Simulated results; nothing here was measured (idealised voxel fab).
Process module name: voxel ribs on slabs
Cross-section cut: width 270 nm, square cells of 5 nm.
Cross-section spec: square-cell grid; bands listed top down; each band is one or more rows. Look at the band entry: it leads with the top's height and the bottom's height in nm. Then it lists the materials left to right, with a width in nm for each. The word "full width" on a single material says that material fills the band edge to edge. The word "blank" is empty space. The level at which height equals 0 is the one under which the wafer, as it arrives, is entirely one material. No lower edge exists for the bottom band, which continues downward and is notated as in "0 and below". Quick explanation for "30->40": the width changes in equal steps down the rows of cells, from the first number in the band's top row to the second number in its bottom row. Where the words "no change occurred" appear for a step, the cross-section shows no cell changed by that step; every cell remained as before. If an empty space has no open way to the top and is at least 8 cells in size, "Voids lacking openings" lists it, written width x height at distance, where distance is measured from the left edge and every value is in nm. Step line, after settings: the simulator's comment on this step. If you see "overlay nm" on a step's line and that step has a mask, it's telling you how far right of where it was planned the mask ended up; a negative number means it went left instead.
## Process steps (planned)
1. RECEIVE [material Si]
2. DIRECTIONAL_DEP [material SiO2] [thk nm 30]
3. DIRECTIONAL_DEP [material polySi] [thk nm 15]
4. MASKED_ETCH [tone cover] [mask id RIB] [width nm 15] [etch materials polySi] [depth nm 10] [overlay nm 0]
5. PATTERN [tone cover] [mask id SLAB] [material resist] [width nm 65] [thk nm 15] [overlay nm 0]
6. DIRECTIONAL_ETCH [etch materials polySi] [depth nm 5]
7. STRIP [etch materials resist]
8. FILL_DEP [material SiO2] [thk nm 25]
9. CMP [height nm 65]
10. DIRECTIONAL_DEP [material W] [thk nm 10]
11. MASKED_ETCH [tone cover] [mask id HEATER] [width nm 25] [etch materials W] [depth nm 10] [overlay nm 0]
12. CONFORMAL_DEP [material SiO2] [thk nm 10]
## Incoming wafer, cross-sectional view, post step 1
    0 and below: Si full width
    Voids lacking openings: none
## Final cross-section, module run with one mistake (start and plan as above)
    85 down to 75: 115 nm blank; 45 nm SiO2; 110 nm blank
    75 down to 65: 125 nm SiO2; 25 nm W; 120 nm SiO2
    65 down to 45: SiO2 full width
    45 down to 35: 125 nm SiO2; 15 nm polySi; 130 nm SiO2
    35 down to 30: 100 nm SiO2; 65 nm polySi; 105 nm SiO2
    30 down to 0: SiO2 full width
    0 and below: Si full width
    Voids lacking openings: none
What went wrong in running the wafer? planned and actual differ for step 11; actual: MASKED_ETCH [tone cover] [mask id HEATER] [width nm 25] [etch materials W] [depth nm 10] [overlay nm 5]
